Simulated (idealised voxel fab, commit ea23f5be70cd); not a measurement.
process module | voxel trench capacitor
cross-section cut | 260 nm wide | cells 5 nm
A cross-section is a grid of square cells, given in bands from the top down. A band is one or more rows of cells.
Each band's line starts with the height of the band's top and of its bottom, in nm. Then come its materials from left to right, each with its width in nm. One material with "throughout" fills the band from edge to edge. "air" is empty space.
Height 0 is the level under which the wafer as received is all one material. The lowest band goes on downwards, as in "0 down".
A width such as "30 to 40" changes by the same amount from each row of cells to the next, from the band's top row to its bottom row.
"no change" after a step means that no cell of the cross-section changed.
closed voids: empty space of 8 cells or more with no open way to the top, each as width x height at its distance from the left edge, in nm
after a step's settings: what the simulator itself notes on the step
overlay nm, on a step with a mask: how far to the right of its planned place the mask lay; to the left if negative
plan
1 op RECEIVE | material Si
2 op CONFORMAL_DEP | material SiN | thk nm 5
3 op DIRECTIONAL_DEP | material aC | thk nm 15
4 op PATTERN | tone open | mask id TRENCH | material resist | width nm 25 | pitch nm 45 | thk nm 30 | overlay nm 0
5 op DIRECTIONAL_ETCH | etch materials aC | depth nm 15
6 op STRIP | etch materials resist
7 op DIRECTIONAL_ETCH | etch materials SiN | depth nm 5
8 op DIRECTIONAL_ETCH | etch materials Si | depth nm 35
9 op STRIP | etch materials aC
10 op CONFORMAL_DEP | material Al2O3 | thk nm 5
11 op FILL_DEP | material polySi | thk nm 10
12 op CMP | height nm 5
first wafer, as planned
as received, after step 1
  0 down: Si throughout
  closed voids: none
after step 2
  5 to 0: SiN throughout
  below 0: unchanged
after step 3
  20 to 5: aC throughout
  below 5: unchanged
after step 4
  50 to 20: resist 70 | air 25 | resist 20 | air 25 | resist 20 | air 25 | resist 75
  below 20: unchanged
after step 5
  35 to 20: resist 70 | air 25 | resist 20 | air 25 | resist 20 | air 25 | resist 75
  20 to 5: aC 70 | air 25 | aC 20 | air 25 | aC 20 | air 25 | aC 75
  below 5: unchanged
after step 6
  20 to 5: aC 70 | air 25 | aC 20 | air 25 | aC 20 | air 25 | aC 75
  below 5: unchanged
after step 7
  20 to 5: aC 70 | air 25 | aC 20 | air 25 | aC 20 | air 25 | aC 75
  5 to 0: SiN 70 | air 25 | SiN 20 | air 25 | SiN 20 | air 25 | SiN 75
  below 0: unchanged
after step 8
  20 to 5: aC 70 | air 25 | aC 20 | air 25 | aC 20 | air 25 | aC 75
  5 to 0: SiN 70 | air 25 | SiN 20 | air 25 | SiN 20 | air 25 | SiN 75
  0 to -35: Si 70 | air 25 | Si 20 | air 25 | Si 20 | air 25 | Si 75
  below -35: unchanged
after step 9
  5 to 0: SiN 70 | air 25 | SiN 20 | air 25 | SiN 20 | air 25 | SiN 75
  below 0: unchanged
after step 10
  10 to 5: Al2O3 75 | air 15 | Al2O3 30 | air 15 | Al2O3 30 | air 15 | Al2O3 80
  5 to 0: SiN 70 | Al2O3 5 | air 15 | Al2O3 5 | SiN 20 | Al2O3 5 | air 15 | Al2O3 5 | SiN 20 | Al2O3 5 | air 15 | Al2O3 5 | SiN 75
  0 to -30: Si 70 | Al2O3 5 | air 15 | Al2O3 5 | Si 20 | Al2O3 5 | air 15 | Al2O3 5 | Si 20 | Al2O3 5 | air 15 | Al2O3 5 | Si 75
  -30 to -35: Si 70 | Al2O3 25 | Si 20 | Al2O3 25 | Si 20 | Al2O3 25 | Si 75
  below -35: unchanged
after step 11
  20 to 10: polySi throughout
  10 to 5: Al2O3 75 | polySi 15 | Al2O3 30 | polySi 15 | Al2O3 30 | polySi 15 | Al2O3 80
  5 to 0: SiN 70 | Al2O3 5 | polySi 15 | Al2O3 5 | SiN 20 | Al2O3 5 | polySi 15 | Al2O3 5 | SiN 20 | Al2O3 5 | polySi 15 | Al2O3 5 | SiN 75
  0 to -30: Si 70 | Al2O3 5 | polySi 15 | Al2O3 5 | Si 20 | Al2O3 5 | polySi 15 | Al2O3 5 | Si 20 | Al2O3 5 | polySi 15 | Al2O3 5 | Si 75
  below -30: unchanged
after step 12
  5 to 0: SiN 70 | Al2O3 5 | polySi 15 | Al2O3 5 | SiN 20 | Al2O3 5 | polySi 15 | Al2O3 5 | SiN 20 | Al2O3 5 | polySi 15 | Al2O3 5 | SiN 75
  below 0: unchanged
second wafer: like start, like plan, one mistake. Through step 3 it matches the first wafer
when step 4 should have ended
  50 to 20: resist 70 | air 30 | resist 15 | air 30 | resist 15 | air 30 | resist 70
  below 20: unchanged
when step 5 should have ended
  35 to 20: resist 70 | air 30 | resist 15 | air 30 | resist 15 | air 30 | resist 70
  20 to 5: aC 70 | air 30 | aC 15 | air 30 | aC 15 | air 30 | aC 70
  below 5: unchanged
when step 6 should have ended
  20 to 5: aC 70 | air 30 | aC 15 | air 30 | aC 15 | air 30 | aC 70
  below 5: unchanged
when step 7 should have ended
  20 to 5: aC 70 | air 30 | aC 15 | air 30 | aC 15 | air 30 | aC 70
  5 to 0: SiN 70 | air 30 | SiN 15 | air 30 | SiN 15 | air 30 | SiN 70
  below 0: unchanged
when step 8 should have ended
  20 to 5: aC 70 | air 30 | aC 15 | air 30 | aC 15 | air 30 | aC 70
  5 to 0: SiN 70 | air 30 | SiN 15 | air 30 | SiN 15 | air 30 | SiN 70
  0 to -35: Si 70 | air 30 | Si 15 | air 30 | Si 15 | air 30 | Si 70
  below -35: unchanged
when step 9 should have ended
  5 to 0: SiN 70 | air 30 | SiN 15 | air 30 | SiN 15 | air 30 | SiN 70
  below 0: unchanged
when step 10 should have ended
  10 to 5: Al2O3 75 | air 20 | Al2O3 25 | air 20 | Al2O3 25 | air 20 | Al2O3 75
  5 to 0: SiN 70 | Al2O3 5 | air 20 | Al2O3 5 | SiN 15 | Al2O3 5 | air 20 | Al2O3 5 | SiN 15 | Al2O3 5 | air 20 | Al2O3 5 | SiN 70
  0 to -30: Si 70 | Al2O3 5 | air 20 | Al2O3 5 | Si 15 | Al2O3 5 | air 20 | Al2O3 5 | Si 15 | Al2O3 5 | air 20 | Al2O3 5 | Si 70
  -30 to -35: Si 70 | Al2O3 30 | Si 15 | Al2O3 30 | Si 15 | Al2O3 30 | Si 70
  below -35: unchanged
when step 11 should have ended
  20 to 10: polySi throughout
  10 to 5: Al2O3 75 | polySi 20 | Al2O3 25 | polySi 20 | Al2O3 25 | polySi 20 | Al2O3 75
  5 to 0: SiN 70 | Al2O3 5 | polySi 20 | Al2O3 5 | SiN 15 | Al2O3 5 | polySi 20 | Al2O3 5 | SiN 15 | Al2O3 5 | polySi 20 | Al2O3 5 | SiN 70
  0 to -30: Si 70 | Al2O3 5 | polySi 20 | Al2O3 5 | Si 15 | Al2O3 5 | polySi 20 | Al2O3 5 | Si 15 | Al2O3 5 | polySi 20 | Al2O3 5 | Si 70
  below -30: unchanged
when step 12 should have ended
  5 to 0: SiN 70 | Al2O3 5 | polySi 20 | Al2O3 5 | SiN 15 | Al2O3 5 | polySi 20 | Al2O3 5 | SiN 15 | Al2O3 5 | polySi 20 | Al2O3 5 | SiN 70
  below 0: unchanged
what went wrong: step 4 ran as: op PATTERN | tone open | mask id TRENCH | material resist | width nm 30 | pitch nm 45 | thk nm 30 | overlay nm 0
at the end the second wafer has, in cells: 3 more of Al2O3 | 21 fewer of Si | 3 fewer of SiN | 21 more of polySi
